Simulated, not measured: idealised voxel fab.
The following process module bears the name voxel trench capacitor.
Square cell edge 5 nm, section width 190 nm, ID cut.
Cross-section, as written here: a square-cell grid given band by band from the top down, where a band holds one or more rows of cells. Read a band's entry like this: the first values are the height of its top and the height of its bottom in nm, and what follows is the sequence of materials from left to right, each with its width in nm. Note that "blank" is empty space, and that a single material marked "full width" reaches across the band from edge to edge. Ref level 0: as-received wafer is one material below here. Bottom band extends down with no lower bound ("0..down"). The width entry "30..40" should be interpreted row by row: the top row of cells in the band takes the first number, the bottom row takes the second number, and the change between adjacent rows is uniform throughout. Any step labelled "no modifications" changed none of the cells in the cross-section. Empty spaces without an open route to the top, at least 8 cells in extent, make up the entry "Closed void table"; each is given as width x height at distance, where the distance is measured from the left edge, and all are in nm. Read whatever lies past the settings on a step's line as the simulator's own remark about the step. The line of a step may include "overlay nm". On a step with a mask, this value is how far to the right of its planned place the mask lay. A negative value means the mask lay to the left.

### So here's the lineup of process steps we planned
1. RECEIVE: material Si
2. CONFORMAL_DEP: material SiN, thk nm 5
3. DIRECTIONAL_DEP: material aC, thk nm 10
4. PATTERN: tone open, mask id TRENCH, material resist, width nm 30, pitch nm 55, thk nm 25, overlay nm 0
5. DIRECTIONAL_ETCH: etch materials aC, depth nm 10
6. STRIP: etch materials resist
7. DIRECTIONAL_ETCH: etch materials SiN, depth nm 5
8. DIRECTIONAL_ETCH: etch materials Si, depth nm 30
9. STRIP: etch materials aC
10. CONFORMAL_DEP: material HfO2, thk nm 5
11. CONFORMAL_DEP: material TiN, thk nm 5
12. FILL_DEP: material W, thk nm 10
13. CMP: height nm 5

### first wafer, as planned

### Here's what the wafer looked like in cross-section when it arrived - that's after step 1
> 0..down | Si full width
> Closed void table: none

### Cross-sectional representation of the wafer at the conclusion of step 2
> 5..0 | SiN full width
> Lower than 0, everything is as it was.

### Cross-sectional representation of the wafer at the conclusion of step 3
> 15..5 | aC full width
> Lower than 5, everything is as it was.

### Cross-sectional representation of the wafer at the conclusion of step 4
> 40..15 | resist 25 nm; blank 30 nm; resist 25 nm; blank 30 nm; resist 25 nm; blank 30 nm; resist 25 nm
> Lower than 15, everything is as it was.

### Cross-sectional representation of the wafer at the conclusion of step 5
> 30..15 | resist 25 nm; blank 30 nm; resist 25 nm; blank 30 nm; resist 25 nm; blank 30 nm; resist 25 nm
> 15..5 | aC 25 nm; blank 30 nm; aC 25 nm; blank 30 nm; aC 25 nm; blank 30 nm; aC 25 nm
> Lower than 5, everything is as it was.

### Cross-sectional representation of the wafer at the conclusion of step 6
> 15..5 | aC 25 nm; blank 30 nm; aC 25 nm; blank 30 nm; aC 25 nm; blank 30 nm; aC 25 nm
> Lower than 5, everything is as it was.

### Cross-sectional representation of the wafer at the conclusion of step 7
> 15..5 | aC 25 nm; blank 30 nm; aC 25 nm; blank 30 nm; aC 25 nm; blank 30 nm; aC 25 nm
> 5..0 | SiN 25 nm; blank 30 nm; SiN 25 nm; blank 30 nm; SiN 25 nm; blank 30 nm; SiN 25 nm
> Lower than 0, everything is as it was.

### Cross-sectional representation of the wafer at the conclusion of step 8
> 15..5 | aC 25 nm; blank 30 nm; aC 25 nm; blank 30 nm; aC 25 nm; blank 30 nm; aC 25 nm
> 5..0 | SiN 25 nm; blank 30 nm; SiN 25 nm; blank 30 nm; SiN 25 nm; blank 30 nm; SiN 25 nm
> 0..-30 | Si 25 nm; blank 30 nm; Si 25 nm; blank 30 nm; Si 25 nm; blank 30 nm; Si 25 nm
> Lower than -30, everything is as it was.

### Cross-sectional representation of the wafer at the conclusion of step 9
> 5..0 | SiN 25 nm; blank 30 nm; SiN 25 nm; blank 30 nm; SiN 25 nm; blank 30 nm; SiN 25 nm
> Lower than 0, everything is as it was.

### Cross-sectional representation of the wafer at the conclusion of step 10
> 10..5 | HfO2 30 nm; blank 20 nm; HfO2 35 nm; blank 20 nm; HfO2 35 nm; blank 20 nm; HfO2 30 nm
> 5..0 | SiN 25 nm; HfO2 5 nm; blank 20 nm; HfO2 5 nm; SiN 25 nm; HfO2 5 nm; blank 20 nm; HfO2 5 nm; SiN 25 nm; HfO2 5 nm; blank 20 nm; HfO2 5 nm; SiN 25 nm
> 0..-25 | Si 25 nm; HfO2 5 nm; blank 20 nm; HfO2 5 nm; Si 25 nm; HfO2 5 nm; blank 20 nm; HfO2 5 nm; Si 25 nm; HfO2 5 nm; blank 20 nm; HfO2 5 nm; Si 25 nm
> -25..-30 | Si 25 nm; HfO2 30 nm; Si 25 nm; HfO2 30 nm; Si 25 nm; HfO2 30 nm; Si 25 nm
> Lower than -30, everything is as it was.

### Cross-sectional representation of the wafer at the conclusion of step 11
> 15..10 | TiN 35 nm; blank 10 nm; TiN 45 nm; blank 10 nm; TiN 45 nm; blank 10 nm; TiN 35 nm
> 10..5 | HfO2 30 nm; TiN 5 nm; blank 10 nm; TiN 5 nm; HfO2 35 nm; TiN 5 nm; blank 10 nm; TiN 5 nm; HfO2 35 nm; TiN 5 nm; blank 10 nm; TiN 5 nm; HfO2 30 nm
> 5..0 | SiN 25 nm; HfO2 5 nm; TiN 5 nm; blank 10 nm; TiN 5 nm; HfO2 5 nm; SiN 25 nm; HfO2 5 nm; TiN 5 nm; blank 10 nm; TiN 5 nm; HfO2 5 nm; SiN 25 nm; HfO2 5 nm; TiN 5 nm; blank 10 nm; TiN 5 nm; HfO2 5 nm; SiN 25 nm
> 0..-20 | Si 25 nm; HfO2 5 nm; TiN 5 nm; blank 10 nm; TiN 5 nm; HfO2 5 nm; Si 25 nm; HfO2 5 nm; TiN 5 nm; blank 10 nm; TiN 5 nm; HfO2 5 nm; Si 25 nm; HfO2 5 nm; TiN 5 nm; blank 10 nm; TiN 5 nm; HfO2 5 nm; Si 25 nm
> -20..-25 | Si 25 nm; HfO2 5 nm; TiN 20 nm; HfO2 5 nm; Si 25 nm; HfO2 5 nm; TiN 20 nm; HfO2 5 nm; Si 25 nm; HfO2 5 nm; TiN 20 nm; HfO2 5 nm; Si 25 nm
> Lower than -25, everything is as it was.

### Cross-sectional representation of the wafer at the conclusion of step 12
> 25..15 | W full width
> 15..10 | TiN 35 nm; W 10 nm; TiN 45 nm; W 10 nm; TiN 45 nm; W 10 nm; TiN 35 nm
> 10..5 | HfO2 30 nm; TiN 5 nm; W 10 nm; TiN 5 nm; HfO2 35 nm; TiN 5 nm; W 10 nm; TiN 5 nm; HfO2 35 nm; TiN 5 nm; W 10 nm; TiN 5 nm; HfO2 30 nm
> 5..0 | SiN 25 nm; HfO2 5 nm; TiN 5 nm; W 10 nm; TiN 5 nm; HfO2 5 nm; SiN 25 nm; HfO2 5 nm; TiN 5 nm; W 10 nm; TiN 5 nm; HfO2 5 nm; SiN 25 nm; HfO2 5 nm; TiN 5 nm; W 10 nm; TiN 5 nm; HfO2 5 nm; SiN 25 nm
> 0..-20 | Si 25 nm; HfO2 5 nm; TiN 5 nm; W 10 nm; TiN 5 nm; HfO2 5 nm; Si 25 nm; HfO2 5 nm; TiN 5 nm; W 10 nm; TiN 5 nm; HfO2 5 nm; Si 25 nm; HfO2 5 nm; TiN 5 nm; W 10 nm; TiN 5 nm; HfO2 5 nm; Si 25 nm
> Lower than -20, everything is as it was.

### Cross-sectional representation of the wafer at the conclusion of step 13
> 5..0 | SiN 25 nm; HfO2 5 nm; TiN 5 nm; W 10 nm; TiN 5 nm; HfO2 5 nm; SiN 25 nm; HfO2 5 nm; TiN 5 nm; W 10 nm; TiN 5 nm; HfO2 5 nm; SiN 25 nm; HfO2 5 nm; TiN 5 nm; W 10 nm; TiN 5 nm; HfO2 5 nm; SiN 25 nm
> Lower than 0, everything is as it was.

### Second wafer: same start and same plan as the first, one execution error; identical to the first through step 10

### The second wafer cut through, at the time step 11 was supposed to be finished
> 15..10 | aC 35 nm; blank 10 nm; aC 45 nm; blank 10 nm; aC 45 nm; blank 10 nm; aC 35 nm
> 10..5 | HfO2 30 nm; aC 5 nm; blank 10 nm; aC 5 nm; HfO2 35 nm; aC 5 nm; blank 10 nm; aC 5 nm; HfO2 35 nm; aC 5 nm; blank 10 nm; aC 5 nm; HfO2 30 nm
> 5..0 | SiN 25 nm; HfO2 5 nm; aC 5 nm; blank 10 nm; aC 5 nm; HfO2 5 nm; SiN 25 nm; HfO2 5 nm; aC 5 nm; blank 10 nm; aC 5 nm; HfO2 5 nm; SiN 25 nm; HfO2 5 nm; aC 5 nm; blank 10 nm; aC 5 nm; HfO2 5 nm; SiN 25 nm
> 0..-20 | Si 25 nm; HfO2 5 nm; aC 5 nm; blank 10 nm; aC 5 nm; HfO2 5 nm; Si 25 nm; HfO2 5 nm; aC 5 nm; blank 10 nm; aC 5 nm; HfO2 5 nm; Si 25 nm; HfO2 5 nm; aC 5 nm; blank 10 nm; aC 5 nm; HfO2 5 nm; Si 25 nm
> -20..-25 | Si 25 nm; HfO2 5 nm; aC 20 nm; HfO2 5 nm; Si 25 nm; HfO2 5 nm; aC 20 nm; HfO2 5 nm; Si 25 nm; HfO2 5 nm; aC 20 nm; HfO2 5 nm; Si 25 nm
> Lower than -25, everything is as it was.

### The second wafer cut through, at the time step 12 was supposed to be finished
> 25..15 | W full width
> 15..10 | aC 35 nm; W 10 nm; aC 45 nm; W 10 nm; aC 45 nm; W 10 nm; aC 35 nm
> 10..5 | HfO2 30 nm; aC 5 nm; W 10 nm; aC 5 nm; HfO2 35 nm; aC 5 nm; W 10 nm; aC 5 nm; HfO2 35 nm; aC 5 nm; W 10 nm; aC 5 nm; HfO2 30 nm
> 5..0 | SiN 25 nm; HfO2 5 nm; aC 5 nm; W 10 nm; aC 5 nm; HfO2 5 nm; SiN 25 nm; HfO2 5 nm; aC 5 nm; W 10 nm; aC 5 nm; HfO2 5 nm; SiN 25 nm; HfO2 5 nm; aC 5 nm; W 10 nm; aC 5 nm; HfO2 5 nm; SiN 25 nm
> 0..-20 | Si 25 nm; HfO2 5 nm; aC 5 nm; W 10 nm; aC 5 nm; HfO2 5 nm; Si 25 nm; HfO2 5 nm; aC 5 nm; W 10 nm; aC 5 nm; HfO2 5 nm; Si 25 nm; HfO2 5 nm; aC 5 nm; W 10 nm; aC 5 nm; HfO2 5 nm; Si 25 nm
> Lower than -20, everything is as it was.

### The second wafer cut through, at the time step 13 was supposed to be finished
> 5..0 | SiN 25 nm; HfO2 5 nm; aC 5 nm; W 10 nm; aC 5 nm; HfO2 5 nm; SiN 25 nm; HfO2 5 nm; aC 5 nm; W 10 nm; aC 5 nm; HfO2 5 nm; SiN 25 nm; HfO2 5 nm; aC 5 nm; W 10 nm; aC 5 nm; HfO2 5 nm; SiN 25 nm
> Lower than 0, everything is as it was.
Here's what went sideways: step 11 was not run as planned; what actually ran was CONFORMAL_DEP: material aC, thk nm 5
End check, counted in cells, second wafer has more or fewer of these materials than the first: -42 TiN | +42 aC
